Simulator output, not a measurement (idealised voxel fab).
The following process module bears the name voxel self aligned contacts.
We display cut, a cross-section 275 nm in width whose square cells are each 5 nm.
In this document a cross-section is written as a grid of square cells. It is given as a series of bands, listed from the top down, and a band is one or more rows of cells. Quick guide to a band line: top height, bottom height (nm) up front; then every material left to right with its width in nm. Only one material and it's marked "full width"? Then it fills the band edge to edge. And "blank" just means empty space. Convention: height 0 is the level below which the wafer, as received, is all one material. The lowest band does not terminate at the bottom but continues downward, represented as "0 down". A two-number width, for instance "30->40", indicates that the width is equal to the first number in the top row of the band and to the second number in the bottom row, and that it changes by a constant amount per row of cells. Where a step carries "identical to before", the cross-section came out of it unchanged, cell for cell. The list in "Voids, fully enclosed" covers empty spaces of 8 cells or more that cannot reach the top through any open way, and it gives each as width x height at distance; the distance is from the left edge, and width, height and distance are in nm. What comes after the settings on a step's line is commentary from the simulator itself on that step. overlay nm: on a step with a mask, how far right of its planned place the mask lay; negative means left.
The steps planned for the process are as follows
1) RECEIVE (material Si)
2) OXIDIZE (depth nm 5)
3) DIRECTIONAL_DEP (material polySi; thk nm 25)
4) DIRECTIONAL_DEP (material SiN; thk nm 15)
5) DIRECTIONAL_DEP (material aC; thk nm 10)
6) PATTERN (tone cover; mask id GATE; material resist; width nm 35; pitch nm 65; thk nm 25; overlay nm 0)
7) DIRECTIONAL_ETCH (etch materials aC; depth nm 10)
8) STRIP (etch materials resist)
9) DIRECTIONAL_ETCH (etch materials SiN; depth nm 15)
10) DIRECTIONAL_ETCH (etch materials polySi; depth nm 25)
11) STRIP (etch materials aC)
12) CONFORMAL_DEP (material SiN; thk nm 5)
13) DIRECTIONAL_ETCH (etch materials SiN; depth nm 5)
14) FILL_DEP (material SiO2; thk nm 20)
15) CMP (height nm 50)
16) DIRECTIONAL_DEP (material aC; thk nm 15)
17) PATTERN (tone open; mask id CONTACT; material resist; width nm 50; thk nm 35; overlay nm 0)
18) DIRECTIONAL_ETCH (etch materials aC; depth nm 15)
19) STRIP (etch materials resist)
20) DIRECTIONAL_ETCH (etch materials SiO2; depth nm 55)
21) STRIP (etch materials aC)
22) CONFORMAL_DEP (material TiN; thk nm 5)
23) FILL_DEP (material Ru; thk nm 5)
24) CMP (height nm 50)
25) CONFORMAL_DEP (material SiN; thk nm 5)
Shown in cross-section is the wafer as received, that is, as it stands after step 1
	0 down  Si full width
	Voids, fully enclosed: none
First of two wafers: cross-section at end of module, run per plan
	55 to 50  SiN full width
	50 to 40  SiO2 110, then TiN 5->20, then Ru 40->10, then TiN 5->20, then SiO2 115
	40 to 25  SiO2 80, then SiN 45, then TiN 5, then Ru 10, then TiN 5, then SiN 45, then SiO2 85
	25 to 0  SiO2 80, then SiN 5, then polySi 35, then SiN 5, then TiN 5, then Ru 10, then TiN 5, then SiN 5, then polySi 35, then SiN 5, then SiO2 85
	0 to -5  SiO2 125, then TiN 20, then SiO2 130
	-5 down  Si full width
	Voids, fully enclosed: none
Wafer two (of two), end-of-module cross-section: start = wafer one, plan = wafer one, one run mistake
	55 to 50  SiN full width
	50 to 45  SiO2 80, then SiN 45, then TiN 5, then Ru 10, then TiN 5, then SiN 45, then SiO2 85
	45 to 40  SiO2 80, then SiN 45, then TiN 20, then SiN 45, then SiO2 85
	40 to 25  SiN full width
	25 to 0  polySi full width
	0 to -5  SiO2 full width
	-5 down  Si full width
	Voids, fully enclosed: none
The mistake made against the process plan was this: plan step 4 ran twice
The final cell counts differ between the wafers, with the second having more or fewer of some materials than the first: Ru -24, SiN +127, SiO2 -284, TiN -24, polySi +205
